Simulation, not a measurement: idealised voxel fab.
The process module presented herein is designated voxel wiring stack.
FYI the section here is cut, 230 nm wide, cells are 5 nm squares.
Cross-section spec: square-cell grid; bands listed top down; each band is one or more rows. Top, bottom (nm), then materials left to right with widths (nm); lone material tagged "all across" fills the whole band edge to edge; "empty" = empty space. We count height from 0. Below that, the starting wafer is all one material. The lowest band never ends at the bottom but goes on down; see "0 nm and below" for how that is written. When a width is written as two numbers, as in "30 to 40", the first number is the width in the top row of cells of the band and the second is the width in its bottom row, and the width changes by the same amount from each row to the next. When a step is marked "stayed the same", none of the cells in the cross-section changed during that step. In the "Closed void entries" entry, you get each enclosed empty space of 8 cells or more, one with no open way to the top, written width x height at distance, distance from the left edge, in nm. Past the settings on a step's line: simulator remark, on that step. A step's line can hold "overlay nm"; with a mask on that step, the setting says how far right of the planned place the mask lay, while a negative setting says it lay to the left.

**Below is the list of planned process steps**
1) op RECEIVE | material Si
2) op CONFORMAL_DEP | material SiO2 | thk nm 10
3) op DIRECTIONAL_DEP | material TiN | thk nm 5
4) op DIRECTIONAL_DEP | material Ru | thk nm 25
5) op MASKED_ETCH | tone cover | mask id METAL_1 | width nm 25 | pitch nm 40 | etch materials Ru | depth nm 25 | overlay nm 0
6) op MASKED_ETCH | tone cover | mask id METAL_1 | width nm 25 | pitch nm 40 | etch materials TiN | depth nm 5 | overlay nm 0
7) op CONFORMAL_DEP | material SiN | thk nm 5
8) op FILL_DEP | material lowk | thk nm 10
9) op CMP | height nm 40
10) op CONFORMAL_DEP | material SiCN | thk nm 5
11) op DIRECTIONAL_DEP | material SiO2 | thk nm 15
12) op DIRECTIONAL_DEP | material aC | thk nm 15
13) op PATTERN | tone open | mask id PLUG_1 | material resist | width nm 15 | pitch nm 80 | thk nm 35 | overlay nm 0
14) op DIRECTIONAL_ETCH | etch materials aC | depth nm 15
15) op STRIP | etch materials resist
16) op DIRECTIONAL_ETCH | etch materials SiO2 | depth nm 15
17) op DIRECTIONAL_ETCH | etch materials SiCN | depth nm 5
18) op STRIP | etch materials aC
19) op CONFORMAL_DEP | material TiN | thk nm 5
20) op FILL_DEP | material Ru | thk nm 5
21) op CMP | height nm 60
22) op DIRECTIONAL_DEP | material TiN | thk nm 5
23) op DIRECTIONAL_DEP | material Ru | thk nm 20
24) op MASKED_ETCH | tone cover | mask id METAL_2 | width nm 25 | pitch nm 40 | etch materials Ru | depth nm 20 | overlay nm 0
25) op MASKED_ETCH | tone cover | mask id METAL_2 | width nm 25 | pitch nm 40 | etch materials TiN | depth nm 5 | overlay nm 0
26) op CONFORMAL_DEP | material SiN | thk nm 5
27) op FILL_DEP | material lowk | thk nm 10
28) op CMP | height nm 85
29) op CONFORMAL_DEP | material SiCN | thk nm 5

**Wafer at receipt (post step 1), cross-section**
* 0 nm and below | Si all across
* Closed void entries: none

**Cross-section, first of two wafers, end of module, run as planned**
* 90 nm to 85 nm | SiCN all across
* 85 nm to 65 nm | lowk 35 / SiN 5 / Ru 25 / SiN 5 / lowk 5 / SiN 5 / Ru 25 / SiN 5 / lowk 5 / SiN 5 / Ru 25 / SiN 5 / lowk 5 / SiN 5 / Ru 25 / SiN 5 / lowk 40
* 65 nm to 60 nm | SiN 40 / TiN 25 / SiN 15 / TiN 25 / SiN 15 / TiN 25 / SiN 15 / TiN 25 / SiN 45
* 60 nm to 45 nm | SiO2 40 / TiN 5 / Ru 5 / TiN 5 / SiO2 65 / TiN 5 / Ru 5 / TiN 5 / SiO2 95
* 45 nm to 40 nm | SiCN 40 / TiN 15 / SiCN 65 / TiN 15 / SiCN 95
* 40 nm to 15 nm | lowk 35 / SiN 5 / Ru 25 / SiN 5 / lowk 5 / SiN 5 / Ru 25 / SiN 5 / lowk 5 / SiN 5 / Ru 25 / SiN 5 / lowk 5 / SiN 5 / Ru 25 / SiN 5 / lowk 40
* 15 nm to 10 nm | SiN 40 / TiN 25 / SiN 15 / TiN 25 / SiN 15 / TiN 25 / SiN 15 / TiN 25 / SiN 45
* 10 nm to 0 nm | SiO2 all across
* 0 nm and below | Si all across
* Closed void entries: none

**End-of-module cross-section of the second wafer: identical starting point and process plan to the first, with one processing mistake**
* 90 nm to 85 nm | SiCN all across
* 85 nm to 65 nm | lowk 35 / SiN 5 / Ru 25 / SiN 5 / lowk 5 / SiN 5 / Ru 25 / SiN 5 / lowk 5 / SiN 5 / Ru 25 / SiN 5 / lowk 5 / SiN 5 / Ru 25 / SiN 5 / lowk 40
* 65 nm to 60 nm | SiN 40 / TiN 25 / SiN 15 / TiN 25 / SiN 15 / TiN 25 / SiN 15 / TiN 25 / SiN 45
* 60 nm to 45 nm | SiO2 40 / TiN 5 / Ru 5 / TiN 5 / SiO2 65 / TiN 5 / Ru 5 / TiN 5 / SiO2 95
* 45 nm to 40 nm | SiCN 40 / TiN 15 / SiCN 65 / TiN 15 / SiCN 95
* 40 nm to 35 nm | SiN 40 / TiN 25 / SiN 15 / TiN 25 / SiN 15 / TiN 25 / SiN 15 / TiN 25 / SiN 45
* 35 nm to 10 nm | Ru all across
* 10 nm to 0 nm | SiO2 all across
* 0 nm and below | Si all across
* Closed void entries: none
What went wrong in running the wafer? swap of plan steps 3 and 4 during execution
Final comparison by cell count, materials where the second wafer has more or fewer than the first: Ru +130 | SiN -40 | lowk -90
